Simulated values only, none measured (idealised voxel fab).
This is a process module. Its name is voxel self aligned contacts.
The cross-section shown here is cut; it is 230 nm wide and divided into square cells measuring 5 nm on a side.
We lay out every cross-section as a grid of square cells and spell it out in bands from the top down, where one band means one or more rows of cells. First you get the band's top height and its bottom height, in nm, and then the materials it's made of, left to right, with each width in nm. If you see a single material with "throughout", that one covers the band edge to edge. "air" is empty space. Beneath 0, the wafer as received is one material, and that level is where height counting begins. The lowest band goes on downward without a bottom; it is written like "0 down". Graded width ("30 to 40"): value in top row of band = first number; value in bottom row = second number; row-to-row change constant. Where the words "nothing was modified" appear for a step, the cross-section shows no cell changed by that step; every cell remained as before. "Sealed void list" means: voids of 8 cells or more that are shut off from the top with no open way through. Written width x height at distance, distance from the left edge, in nm. Past the settings on a step's line: simulator remark, on that step. Steps that use a mask can have "overlay nm" on their line. It says how far the mask sat to the right of where it was meant to be. Negative means to the left.
Here's what the planned process steps look like
- 1: RECEIVE | material Si
- 2: OXIDIZE | depth nm 5
- 3: DIRECTIONAL_DEP | material polySi | thk nm 30
- 4: DIRECTIONAL_DEP | material SiN | thk nm 20
- 5: MASKED_ETCH | tone cover | mask id GATE | width nm 25 | pitch nm 55 | etch materials SiN | depth nm 20 | overlay nm 0
- 6: MASKED_ETCH | tone cover | mask id GATE | width nm 25 | pitch nm 55 | etch materials polySi | depth nm 30 | overlay nm 0
- 7: CONFORMAL_DEP | material SiN | thk nm 5
- 8: DIRECTIONAL_ETCH | etch materials SiN | depth nm 5
- 9: FILL_DEP | material SiO2 | thk nm 15
- 10: CMP | height nm 60
- 11: PATTERN | tone open | mask id CONTACT | material resist | width nm 40 | thk nm 15 | overlay nm 0
- 12: DIRECTIONAL_ETCH | etch materials SiO2 | depth nm 65
- 13: STRIP | etch materials resist
- 14: CONFORMAL_DEP | material TiN | thk nm 5
- 15: FILL_DEP | material Ru | thk nm 10
- 16: CMP | height nm 60
- 17: CONFORMAL_DEP | material SiCN | thk nm 5
So this is the incoming wafer in cross-section - it's already been through step 1
- 0 down = Si throughout
- Sealed void list: none
Module complete - cross-section of the first of two wafers, run according to plan
- 65 to 60 = SiCN throughout
- 60 to 50 = SiO2=95  TiN=5 to 15  Ru=30 to 10  TiN=5 to 15  SiO2=95
- 50 to 30 = SiO2=70  SiN=35  TiN=5  Ru=10  TiN=5  SiN=35  SiO2=70
- 30 to 0 = SiO2=70  SiN=5  polySi=25  SiN=5  TiN=5  Ru=10  TiN=5  SiN=5  polySi=25  SiN=5  SiO2=70
- 0 to -5 = SiO2=105  TiN=20  SiO2=105
- -5 down = Si throughout
- Sealed void list: none
Here's the second of our two wafers sectioned at module end. Same start as the first, same plan, but one mistake got made running it
- 65 to 60 = SiCN throughout
- 60 to 50 = SiO2=105  TiN=5  Ru=30 to 10  TiN=5 to 25  SiO2=85
- 50 to 30 = SiO2=70  SiN=35  TiN=5  Ru=10  TiN=5  SiN=35  SiO2=70
- 30 to 0 = SiO2=70  SiN=5  polySi=25  SiN=5  TiN=5  Ru=10  TiN=5  SiN=5  polySi=25  SiN=5  SiO2=70
- 0 to -5 = SiO2=105  TiN=20  SiO2=105
- -5 down = Si throughout
- Sealed void list: none
Diagnosis: step 11 deviated from plan and actually ran as PATTERN | tone open | mask id CONTACT | material resist | width nm 40 | thk nm 15 | overlay nm 10
When the process is done, the second wafer contains the same cell count of every material as the first wafer, but distributed over other locations.
